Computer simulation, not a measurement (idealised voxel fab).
Name of the process module below: voxel released beams
It is cross-section cut that appears here, measuring 280 nm in width, its square cells being 5 nm in size.
In what follows, cross-sections appear as grids of square cells, described through bands that run from the top down, where every band is one or more rows of cells. First you get the band's top height and its bottom height, in nm, and then the materials it's made of, left to right, with each width in nm. If you see a single material with "everywhere", that one covers the band edge to edge. "empty" is empty space. Heights from 0 (as-received wafer is one material below). Bottom band endless downward, as "0..down". You'd read "30..40" like this: the band's top row of cells is as wide as the first number, its bottom row is as wide as the second, and going down, every row changes width by the same amount as the row before did. Reading "stayed the same" for a step: not a cell of the cross-section changed in it. In the "Entrapped void list" entry, you get each enclosed empty space of 8 cells or more, one with no open way to the top, written width x height at distance, distance from the left edge, in nm. On a step's line, text after the settings is the simulator commenting on that step. A step line may carry the setting "overlay nm", which, for steps involving a mask, states the distance by which the mask lay to the right of its intended position; negative values denote displacement to the left.

List of planned process steps
1: RECEIVE (material Si)
2: CONFORMAL_DEP (material Al2O3; thk nm 5)
3: DIRECTIONAL_DEP (material SiO2; thk nm 10)
4: DIRECTIONAL_DEP (material aC; thk nm 10)
5: PATTERN (tone open; mask id ANCHOR; material resist; width nm 40; thk nm 25; overlay nm 0)
6: DIRECTIONAL_ETCH (etch materials aC; depth nm 10)
7: STRIP (etch materials resist)
8: DIRECTIONAL_ETCH (etch materials SiO2; depth nm 10)
9: STRIP (etch materials aC)
10: CONFORMAL_DEP (material SiN; thk nm 15)
11: MASKED_ETCH (tone cover; mask id BEAM; width nm 85; etch materials SiN; depth nm 15; overlay nm 0)
12: STRIP (etch materials SiO2)

Wafer cross-section on receipt, i.e. after step 1
* 0..down: Si everywhere
* Entrapped void list: none

Wafer cross-section at end of module: start and plan as shown above, one execution error
* 25..15: 95 nm empty / 20 nm SiN / 10 nm empty / 55 nm SiN / 100 nm empty
* 15..10: 95 nm empty / 85 nm SiN / 100 nm empty
* 10..0: 100 nm empty / 40 nm SiN / 140 nm empty
* 0..down: Si everywhere
* Entrapped void list: none
The plan and the run diverged here: the run left out plan step 2 entirely, so it was never executed
